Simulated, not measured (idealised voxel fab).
process module | voxel plated lines
cross-section cut | 185 nm wide | cells 5 nm
A cross-section is a grid of square cells, given in bands from the top down. A band is one or more rows of cells.
Each band's line starts with the height of the band's top and of its bottom, in nm. Then come its materials from left to right, each with its width in nm. One material with "throughout" fills the band from edge to edge. "air" is empty space.
Height 0 is the level under which the wafer as received is all one material. The lowest band goes on downwards, as in "0 down".
A width such as "30 to 40" changes by the same amount from each row of cells to the next, from the band's top row to its bottom row.
"no change" after a step means that no cell of the cross-section changed.
closed voids: empty space of 8 cells or more with no open way to the top, each as width x height at its distance from the left edge, in nm
after a step's settings: what the simulator itself notes on the step
overlay nm, on a step with a mask: how far to the right of its planned place the mask lay; to the left if negative
plan
1 op RECEIVE | material Si
2 op CONFORMAL_DEP | material Al2O3 | thk nm 5
3 op DIRECTIONAL_DEP | material TiN | thk nm 5
4 op PATTERN | tone open | mask id LINES | material resist | width nm 20 | pitch nm 40 | thk nm 20 | overlay nm -15
5 op EPI | material Ru | thk nm 10
6 op STRIP | etch materials resist
7 op DIRECTIONAL_ETCH | etch materials TiN | depth nm 5
8 op CONFORMAL_DEP | material SiN | thk nm 5
varied across the wafers: overlay nm of step 4. The plan shows the first wafer's value. All wafers start alike
first wafer as received, after step 1
  0 down: Si throughout
  closed voids: none
each wafer at the end: cells of each material gained (+) or lost (-) since it was received, then its closed voids
overlay nm -15 | +37 Al2O3 | +16 Ru | +49 SiN | +8 TiN | closed voids: none
overlay nm -10 | +37 Al2O3 | +16 Ru | +49 SiN | +8 TiN | closed voids: none
overlay nm -5 | +37 Al2O3 | +16 Ru | +49 SiN | +8 TiN | closed voids: none
overlay nm 0 | +37 Al2O3 | +16 Ru | +49 SiN | +8 TiN | closed voids: none
overlay nm 5 | +37 Al2O3 | +16 Ru | +49 SiN | +8 TiN | closed voids: none
overlay nm 10 | +37 Al2O3 | +16 Ru | +49 SiN | +8 TiN | closed voids: none
overlay nm 15 | +37 Al2O3 | +16 Ru | +49 SiN | +8 TiN | closed voids: none
